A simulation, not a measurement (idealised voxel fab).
process module | voxel self aligned vias
cross-section cut | 185 nm wide | cells 5 nm
A cross-section is a grid of square cells, given in bands from the top down. A band is one or more rows of cells.
Each band's line starts with the height of the band's top and of its bottom, in nm. Then come its materials from left to right, each with its width in nm. One material with "throughout" fills the band from edge to edge. "air" is empty space.
Height 0 is the level under which the wafer as received is all one material. The lowest band goes on downwards, as in "0 down".
A width such as "30 to 40" changes by the same amount from each row of cells to the next, from the band's top row to its bottom row.
"no change" after a step means that no cell of the cross-section changed.
closed voids: empty space of 8 cells or more with no open way to the top, each as width x height at its distance from the left edge, in nm
after a step's settings: what the simulator itself notes on the step
overlay nm, on a step with a mask: how far to the right of its planned place the mask lay; to the left if negative
plan
1 op RECEIVE | material Si
2 op CONFORMAL_DEP | material SiO2 | thk nm 10
3 op CONFORMAL_DEP | material SiCN | thk nm 5
4 op DIRECTIONAL_DEP | material SiO2 | thk nm 25
5 op PATTERN | tone open | mask id LINES | material resist | width nm 25 | pitch nm 55 | thk nm 20 | overlay nm 0
6 op DIRECTIONAL_ETCH | etch materials SiO2 | depth nm 25
7 op STRIP | etch materials resist
8 op CONFORMAL_DEP | material TiN | thk nm 5
9 op FILL_DEP | material Ru | thk nm 5
10 op CMP | height nm 40
11 op SELECTIVE_ETCH | etch materials W Ru TiN | depth nm 5
12 op FILL_DEP | material SiN | thk nm 5
13 op CMP | height nm 40
14 op DIRECTIONAL_DEP | material SiO2 | thk nm 15
15 op DIRECTIONAL_DEP | material aC | thk nm 10
16 op PATTERN | tone open | mask id VIAS | material resist | width nm 35 | thk nm 30 | overlay nm 0
17 op DIRECTIONAL_ETCH | etch materials aC | depth nm 10
18 op STRIP | etch materials resist
19 op DIRECTIONAL_ETCH | etch materials SiO2 | depth nm 15
20 op DIRECTIONAL_ETCH | etch materials SiN | depth nm 5
21 op STRIP | etch materials aC
22 op CONFORMAL_DEP | material TiN | thk nm 5
23 op FILL_DEP | material Cu | thk nm 5
24 op CMP | height nm 55
25 op CONFORMAL_DEP | material SiN | thk nm 5
as received, after step 1
  0 down: Si throughout
  closed voids: none
a wafer at the end: this start, this plan, one mistake
  60 to 55: SiN throughout
  55 to 45: SiO2 45 | TiN 5 | Cu 25 | TiN 5 | SiO2 105
  45 to 40: SiO2 45 | TiN 20 | Cu 10 | TiN 5 | SiO2 105
  40 to 35: SiO2 60 | TiN 20 | SiN 5 | SiO2 30 | SiN 25 | SiO2 45
  35 to 20: SiO2 60 | TiN 5 | Ru 15 | TiN 5 | SiO2 30 | TiN 5 | Ru 15 | TiN 5 | SiO2 45
  20 to 15: SiO2 60 | TiN 25 | SiO2 30 | TiN 25 | SiO2 45
  15 to 10: SiCN throughout
  10 to 0: SiO2 throughout
  0 down: Si throughout
  closed voids: none
what went wrong: step 5 ran as: op PATTERN | tone open | mask id LINES | material resist | width nm 25 | pitch nm 55 | thk nm 20 | overlay nm 10
